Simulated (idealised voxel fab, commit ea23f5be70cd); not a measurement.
This is a process module. Its name is voxel ribs on slabs.
This is section cut - it's 175 nm across, gridded in 5 nm square cells.
When this document writes out a cross-section, it uses a grid of square cells and lists it as bands, beginning at the top and moving down, with a band standing for one or more rows of cells.
Band: top and bottom heights (nm) first, top before bottom; then materials from left to right, widths in nm. "all across" marks a sole material filling the band edge to edge. "air" denotes empty space.
Where do heights start? At 0: under that level the wafer as delivered is made of one material only. And the lowest band has no floor; it just carries on downward, as in "0..down".
A width such as "30->40" changes by the same amount from each row of cells to the next, from the band's top row to its bottom row.
The cross-section has no changed cell in any step marked "nothing changed".
Closed internal voids: empty space of 8 cells or more with no open way to the top, each as width x height at its distance from the left edge, in nm
It should be noted that, on the line of a given step, the content following the step's settings is a remark produced by the simulator itself with respect to that step.
overlay nm: right-of-plan distance of the mask on a masked step; negative values mean left-of-plan.

# Process steps - plan
1 RECEIVE: material Si
2 DIRECTIONAL_DEP: material SiO2, thk nm 20
3 DIRECTIONAL_DEP: material polySi, thk nm 15
4 DIRECTIONAL_DEP: material aC, thk nm 15
5 PATTERN: tone cover, mask id RIB, material resist, width nm 30, thk nm 35, overlay nm 0
6 DIRECTIONAL_ETCH: etch materials aC, depth nm 15
7 STRIP: etch materials resist
8 DIRECTIONAL_ETCH: etch materials polySi, depth nm 10
9 STRIP: etch materials aC
10 MASKED_ETCH: tone cover, mask id SLAB, width nm 70, etch materials polySi, depth nm 5, overlay nm 0
11 FILL_DEP: material SiO2, thk nm 20
12 CMP: height nm 45
13 DIRECTIONAL_DEP: material W, thk nm 10
14 DIRECTIONAL_DEP: material aC, thk nm 15
15 PATTERN: tone cover, mask id HEATER, material resist, width nm 40, thk nm 35, overlay nm 0
16 DIRECTIONAL_ETCH: etch materials aC, depth nm 15
17 STRIP: etch materials resist
18 DIRECTIONAL_ETCH: etch materials W, depth nm 10
19 STRIP: etch materials aC
20 CONFORMAL_DEP: material SiO2, thk nm 10

# First of two wafers - as planned

# Delivered wafer in cross-section: state after step 1
0..down | Si all across
Closed internal voids: none

# After step 2: wafer cross-section
20..0 | SiO2 all across
All layers under 0 are left as they were.

# After step 3: wafer cross-section
35..20 | polySi all across
All layers under 20 are left as they were.

# After step 4: wafer cross-section
50..35 | aC all across
All layers under 35 are left as they were.

# After step 5: wafer cross-section
85..50 | air=70  resist=30  air=75
All layers under 50 are left as they were.

# After step 6: wafer cross-section
70..50 | air=70  resist=30  air=75
50..35 | air=70  aC=30  air=75
All layers under 35 are left as they were.

# After step 7: wafer cross-section
50..35 | air=70  aC=30  air=75
All layers under 35 are left as they were.

# After step 8: wafer cross-section
50..35 | air=70  aC=30  air=75
35..25 | air=70  polySi=30  air=75
All layers under 25 are left as they were.

# After step 9: wafer cross-section
35..25 | air=70  polySi=30  air=75
All layers under 25 are left as they were.

# After step 10: wafer cross-section
35..25 | air=70  polySi=30  air=75
25..20 | air=50  polySi=70  air=55
All layers under 20 are left as they were.

# After step 11: wafer cross-section
55..35 | SiO2 all across
35..25 | SiO2=70  polySi=30  SiO2=75
25..20 | SiO2=50  polySi=70  SiO2=55
All layers under 20 are left as they were.

# After step 12: wafer cross-section
45..35 | SiO2 all across
All layers under 35 are left as they were.

# After step 13: wafer cross-section
55..45 | W all across
All layers under 45 are left as they were.

# After step 14: wafer cross-section
70..55 | aC all across
All layers under 55 are left as they were.

# After step 15: wafer cross-section
105..70 | air=65  resist=40  air=70
All layers under 70 are left as they were.

# After step 16: wafer cross-section
90..70 | air=65  resist=40  air=70
70..55 | air=65  aC=40  air=70
All layers under 55 are left as they were.

# After step 17: wafer cross-section
70..55 | air=65  aC=40  air=70
All layers under 55 are left as they were.

# After step 18: wafer cross-section
70..55 | air=65  aC=40  air=70
55..45 | air=65  W=40  air=70
All layers under 45 are left as they were.

# After step 19: wafer cross-section
55..45 | air=65  W=40  air=70
All layers under 45 are left as they were.

# After step 20: wafer cross-section
65..55 | air=55  SiO2=60  air=60
55..45 | SiO2=65  W=40  SiO2=70
All layers under 45 are left as they were.

# What follows concerns the second wafer, which started out like the first and was meant to follow the very same plan; one mistake crept in when it was run, but everything up to and including step 19 is the same as for the first wafer

Cross-sectional representation of the second wafer at the time designated in the plan for the completion of step 20: nothing changed
It is concluded that the wafer was processed incorrectly with respect to the plan, in that step 20 of the plan never got run, it was skipped over
In the final state, the cell counts of the second wafer exceed or fall short of those of the first for the following materials: 78 fewer of SiO2
